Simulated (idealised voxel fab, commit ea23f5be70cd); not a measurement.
Name of the process module below: voxel capacitor over wiring
The cross-section shown here is cut; it is 270 nm wide and divided into square cells measuring 5 nm on a side.
We lay out every cross-section as a grid of square cells and spell it out in bands from the top down, where one band means one or more rows of cells. Top, bottom (nm), then materials left to right with widths (nm); lone material tagged "everywhere" fills the whole band edge to edge; "empty" = empty space. Heights are reckoned from 0. Under this level, the received wafer is all of one material. The bottommost band is open-ended downward, for example "0 -> down". Width "30->40": first value at the band's top row of cells, second value at its bottom row, equal change from row to row. When a step is marked "nothing altered", none of the cells in the cross-section changed during that step. Each empty space that has no open way to the top and spans at least 8 cells appears under "Enclosed voids" as width x height at distance, the distance counted from the left edge, all in nm. Read whatever lies past the settings on a step's line as the simulator's own remark about the step. "overlay nm" denotes, for a step that has a mask, the displacement of the mask to the right of its planned place, with negative values corresponding to the left.
STEPS PLANNED FOR THE PROCESS
1,RECEIVE: material Si
2,CONFORMAL_DEP: material SiO2, thk nm 15
3,CONFORMAL_DEP: material SiCN, thk nm 5
4,DIRECTIONAL_DEP: material SiO2, thk nm 15
5,DIRECTIONAL_DEP: material aC, thk nm 10
6,PATTERN: tone open, mask id METAL_1, material resist, width nm 25, pitch nm 90, thk nm 25, overlay nm 0
7,DIRECTIONAL_ETCH: etch materials aC, depth nm 10
8,STRIP: etch materials resist
9,DIRECTIONAL_ETCH: etch materials SiO2, depth nm 15
10,DIRECTIONAL_ETCH: etch materials SiCN, depth nm 5
11,STRIP: etch materials aC
12,CONFORMAL_DEP: material TiN, thk nm 5
13,FILL_DEP: material Ru, thk nm 5
14,CMP: height nm 35
15,CONFORMAL_DEP: material SiCN, thk nm 5
16,DIRECTIONAL_DEP: material SiO2, thk nm 20
17,MASKED_ETCH: tone open, mask id PLUG_1, width nm 15, etch materials SiO2, depth nm 20, overlay nm 0
18,MASKED_ETCH: tone open, mask id PLUG_1, width nm 15, etch materials SiCN, depth nm 5, overlay nm 0
19,CONFORMAL_DEP: material TiN, thk nm 5
20,FILL_DEP: material Cu, thk nm 5
21,CMP: height nm 60
22,DIRECTIONAL_DEP: material TiN, thk nm 10
23,DIRECTIONAL_DEP: material HfO2, thk nm 5
24,DIRECTIONAL_DEP: material TiN, thk nm 5
25,DIRECTIONAL_DEP: material aC, thk nm 10
26,PATTERN: tone cover, mask id UPPER_PLATE, material resist, width nm 70, thk nm 25, overlay nm 0
27,DIRECTIONAL_ETCH: etch materials aC, depth nm 10
28,STRIP: etch materials resist
29,DIRECTIONAL_ETCH: etch materials TiN, depth nm 5
30,DIRECTIONAL_ETCH: etch materials HfO2, depth nm 5
31,STRIP: etch materials aC
32,DIRECTIONAL_DEP: material aC, thk nm 15
33,PATTERN: tone cover, mask id LOWER_PLATE, material resist, width nm 80, thk nm 30, overlay nm 0
34,DIRECTIONAL_ETCH: etch materials aC, depth nm 15
35,STRIP: etch materials resist
36,DIRECTIONAL_ETCH: etch materials TiN, depth nm 10
37,STRIP: etch materials aC
38,FILL_DEP: material SiO2, thk nm 20
39,CMP: height nm 95
40,MASKED_ETCH: tone open, mask id PLUG_2, width nm 15, etch materials SiO2, depth nm 15, overlay nm 0
41,CONFORMAL_DEP: material TiN, thk nm 5
42,FILL_DEP: material W, thk nm 5
43,CMP: height nm 95
44,CONFORMAL_DEP: material SiCN, thk nm 5
Every wafer here starts from the same state; it is the step 23 thk nm that distinguishes them, and the value the plan gives belongs to the first wafer.
AS-RECEIVED CROSS-SECTION, FIRST OF SEVERAL WAFERS, POST STEP 1
0 -> down = Si everywhere
Enclosed voids: none
CROSS-SECTIONAL REPRESENTATION OF THE FIRST OF SEVERAL WAFERS AT THE END OF THE MODULE, I.E. AFTER ITS TERMINAL STEP, STEP 44
100 -> 95 = SiCN everywhere
95 -> 85 = SiO2 95 / TiN 5 / W 5 / TiN 5 / SiO2 160
85 -> 75 = SiO2 95->85 / TiN 15->70 / SiO2 160->115
75 -> 70 = SiO2 85 / HfO2 70 / SiO2 115
70 -> 60 = SiO2 80 / TiN 80 / SiO2 110
60 -> 40 = SiO2 85 / TiN 5 / Cu 5 / TiN 5 / SiO2 170
40 -> 35 = SiCN 85 / TiN 15 / SiCN 170
35 -> 20 = SiO2 75 / TiN 5 / Ru 15 / TiN 5 / SiO2 65 / TiN 5 / Ru 15 / TiN 5 / SiO2 80
20 -> 15 = SiCN 75 / TiN 25 / SiCN 65 / TiN 25 / SiCN 80
15 -> 0 = SiO2 everywhere
0 -> down = Si everywhere
Enclosed voids: none
LAST WAFER AT THE END
100 -> 95 = SiCN everywhere
95 -> 90 = SiO2 85 / TiN 70 / SiO2 115
90 -> 85 = SiO2 85 / HfO2 70 / SiO2 115
85 -> 70 = HfO2 everywhere
70 -> 60 = TiN everywhere
60 -> 40 = SiO2 85 / TiN 5 / Cu 5 / TiN 5 / SiO2 170
40 -> 35 = SiCN 85 / TiN 15 / SiCN 170
35 -> 20 = SiO2 75 / TiN 5 / Ru 15 / TiN 5 / SiO2 65 / TiN 5 / Ru 15 / TiN 5 / SiO2 80
20 -> 15 = SiCN 75 / TiN 25 / SiCN 65 / TiN 25 / SiCN 80
15 -> 0 = SiO2 everywhere
0 -> down = Si everywhere
Enclosed voids: none
END OF MODULE, BY WAFER: MATERIAL-BY-MATERIAL CELL GAIN (+) OR LOSS (-) SINCE RECEIPT, THEN CLOSED VOIDS
thk nm 5; +4 Cu; +14 HfO2; +18 Ru; +149 SiCN; +807 SiO2; +86 TiN; +2 W; Enclosed voids: none
thk nm 10; +4 Cu; +68 HfO2; +18 Ru; +149 SiCN; +680 SiO2; +160 TiN; +1 W; Enclosed voids: none
thk nm 15; +4 Cu; +122 HfO2; +18 Ru; +149 SiCN; +629 SiO2; +158 TiN; Enclosed voids: none
thk nm 20; +4 Cu; +176 HfO2; +18 Ru; +149 SiCN; +578 SiO2; +155 TiN; Enclosed voids: none
